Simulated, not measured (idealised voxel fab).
process module | voxel fin reveal
cross-section cut | 295 nm wide | cells 5 nm
A cross-section is a grid of square cells, given in bands from the top down. A band is one or more rows of cells.
Each band's line starts with the height of the band's top and of its bottom, in nm. Then come its materials from left to right, each with its width in nm. One material with "throughout" fills the band from edge to edge. "air" is empty space.
Height 0 is the level under which the wafer as received is all one material. The lowest band goes on downwards, as in "0 down".
A width such as "30 to 40" changes by the same amount from each row of cells to the next, from the band's top row to its bottom row.
"no change" after a step means that no cell of the cross-section changed.
closed voids: empty space of 8 cells or more with no open way to the top, each as width x height at its distance from the left edge, in nm
after a step's settings: what the simulator itself notes on the step
overlay nm, on a step with a mask: how far to the right of its planned place the mask lay; to the left if negative
plan
1 op RECEIVE | material Si
2 op CONFORMAL_DEP | material SiN | thk nm 5
3 op MASKED_ETCH | tone cover | mask id FINS | width nm 15 | pitch nm 45 | etch materials SiN | depth nm 5 | overlay nm 0
4 op MASKED_ETCH | tone cover | mask id FINS | width nm 15 | pitch nm 45 | etch materials Si | depth nm 30 | overlay nm 0
5 op OXIDIZE | depth nm 5
6 op FILL_DEP | material SiO2 | thk nm 5
7 op CMP | height nm 5
8 op SELECTIVE_ETCH | etch materials SiO2 | depth nm 25
9 op STRIP | etch materials SiN
first wafer, as planned
as received, after step 1
  0 down: Si throughout
  closed voids: none
after step 2
  5 to 0: SiN throughout
  below 0: unchanged
after step 3
  5 to 0: air 95 | SiN 15 | air 30 | SiN 15 | air 30 | SiN 15 | air 95
  below 0: unchanged
after step 4
  5 to 0: air 95 | SiN 15 | air 30 | SiN 15 | air 30 | SiN 15 | air 95
  0 to -30: air 95 | Si 15 | air 30 | Si 15 | air 30 | Si 15 | air 95
  below -30: unchanged
after step 5
  5 to 0: air 95 | SiN 15 | air 30 | SiN 15 | air 30 | SiN 15 | air 95
  0 to -30: air 95 | SiO2 5 | Si 5 | SiO2 5 | air 30 | SiO2 5 | Si 5 | SiO2 5 | air 30 | SiO2 5 | Si 5 | SiO2 5 | air 95
  -30 to -35: SiO2 100 | Si 5 | SiO2 40 | Si 5 | SiO2 40 | Si 5 | SiO2 100
  below -35: unchanged
after step 6
  10 to 5: SiO2 throughout
  5 to 0: SiO2 95 | SiN 15 | SiO2 30 | SiN 15 | SiO2 30 | SiN 15 | SiO2 95
  0 to -35: SiO2 100 | Si 5 | SiO2 40 | Si 5 | SiO2 40 | Si 5 | SiO2 100
  below -35: unchanged
after step 7
  5 to 0: SiO2 95 | SiN 15 | SiO2 30 | SiN 15 | SiO2 30 | SiN 15 | SiO2 95
  below 0: unchanged
after step 8
  5 to 0: air 95 | SiN 15 | air 30 | SiN 15 | air 30 | SiN 15 | air 95
  0 to -20: air 100 | Si 5 | air 40 | Si 5 | air 40 | Si 5 | air 100
  below -20: unchanged
after step 9
  0 to -20: air 100 | Si 5 | air 40 | Si 5 | air 40 | Si 5 | air 100
  below -20: unchanged
second wafer: like start, like plan, one mistake. Through step 3 it matches the first wafer
when step 4 should have ended
  5 to 0: air 95 | SiN 15 | air 30 | SiN 15 | air 30 | SiN 15 | air 95
  0 to -30: air 85 | Si 25 | air 20 | Si 25 | air 20 | Si 25 | air 95
  below -30: unchanged
when step 5 should have ended
  5 to 0: air 95 | SiN 15 | air 30 | SiN 15 | air 30 | SiN 15 | air 95
  0 to -5: air 85 | SiO2 15 | Si 5 | SiO2 5 | air 20 | SiO2 15 | Si 5 | SiO2 5 | air 20 | SiO2 15 | Si 5 | SiO2 5 | air 95
  -5 to -30: air 85 | SiO2 5 | Si 15 | SiO2 5 | air 20 | SiO2 5 | Si 15 | SiO2 5 | air 20 | SiO2 5 | Si 15 | SiO2 5 | air 95
  -30 to -35: SiO2 90 | Si 15 | SiO2 30 | Si 15 | SiO2 30 | Si 15 | SiO2 100
  below -35: unchanged
when step 6 should have ended
  10 to 5: SiO2 throughout
  5 to 0: SiO2 95 | SiN 15 | SiO2 30 | SiN 15 | SiO2 30 | SiN 15 | SiO2 95
  0 to -5: SiO2 100 | Si 5 | SiO2 40 | Si 5 | SiO2 40 | Si 5 | SiO2 100
  -5 to -35: SiO2 90 | Si 15 | SiO2 30 | Si 15 | SiO2 30 | Si 15 | SiO2 100
  below -35: unchanged
when step 7 should have ended
  5 to 0: SiO2 95 | SiN 15 | SiO2 30 | SiN 15 | SiO2 30 | SiN 15 | SiO2 95
  below 0: unchanged
when step 8 should have ended
  5 to 0: air 95 | SiN 15 | air 30 | SiN 15 | air 30 | SiN 15 | air 95
  0 to -5: air 100 | Si 5 | air 40 | Si 5 | air 40 | Si 5 | air 100
  -5 to -20: air 90 | Si 15 | air 30 | Si 15 | air 30 | Si 15 | air 100
  below -20: unchanged
when step 9 should have ended
  0 to -5: air 100 | Si 5 | air 40 | Si 5 | air 40 | Si 5 | air 100
  below -5: unchanged
what went wrong: step 4 ran as: op MASKED_ETCH | tone cover | mask id FINS | width nm 15 | pitch nm 45 | etch materials Si | depth nm 30 | overlay nm -10
at the end the second wafer has, in cells: 36 more of Si | 18 fewer of SiO2
